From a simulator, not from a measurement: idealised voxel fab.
process module | voxel spacer lines
cross-section cut | 270 nm wide | cells 5 nm
A cross-section is a grid of square cells, given in bands from the top down. A band is one or more rows of cells.
Each band's line starts with the height of the band's top and of its bottom, in nm. Then come its materials from left to right, each with its width in nm. One material with "throughout" fills the band from edge to edge. "air" is empty space.
Height 0 is the level under which the wafer as received is all one material. The lowest band goes on downwards, as in "0 down".
A width such as "30 to 40" changes by the same amount from each row of cells to the next, from the band's top row to its bottom row.
"no change" after a step means that no cell of the cross-section changed.
closed voids: empty space of 8 cells or more with no open way to the top, each as width x height at its distance from the left edge, in nm
after a step's settings: what the simulator itself notes on the step
overlay nm, on a step with a mask: how far to the right of its planned place the mask lay; to the left if negative
plan
1 op RECEIVE | material Si
2 op CONFORMAL_DEP | material SiO2 | thk nm 10
3 op DIRECTIONAL_DEP | material W | thk nm 15
4 op DIRECTIONAL_DEP | material polySi | thk nm 30
5 op PATTERN | tone cover | mask id MANDREL | material resist | width nm 15 | pitch nm 80 | thk nm 40 | overlay nm 0
6 op DIRECTIONAL_ETCH | etch materials polySi | depth nm 30
7 op STRIP | etch materials resist
8 op CONFORMAL_DEP | material SiN | thk nm 15
9 op DIRECTIONAL_ETCH | etch materials SiN | depth nm 15
10 op STRIP | etch materials polySi
11 op DIRECTIONAL_ETCH | etch materials W | depth nm 15
12 op STRIP | etch materials SiN
13 op FILL_DEP | material SiO2 | thk nm 10
14 op CMP | height nm 25
varied across the wafers: width nm of step 5. The plan shows the first wafer's value. All wafers start alike
first wafer as received, after step 1
  0 down: Si throughout
  closed voids: none
each wafer at the end: cells of each material gained (+) or lost (-) since it was received, then its closed voids
width nm 15 | +234 SiO2 | +36 W | closed voids: none
width nm 20 | +234 SiO2 | +36 W | closed voids: none
width nm 25 | +234 SiO2 | +36 W | closed voids: none
width nm 30 | +234 SiO2 | +36 W | closed voids: none
width nm 35 | +234 SiO2 | +36 W | closed voids: none
width nm 40 | +234 SiO2 | +36 W | closed voids: none
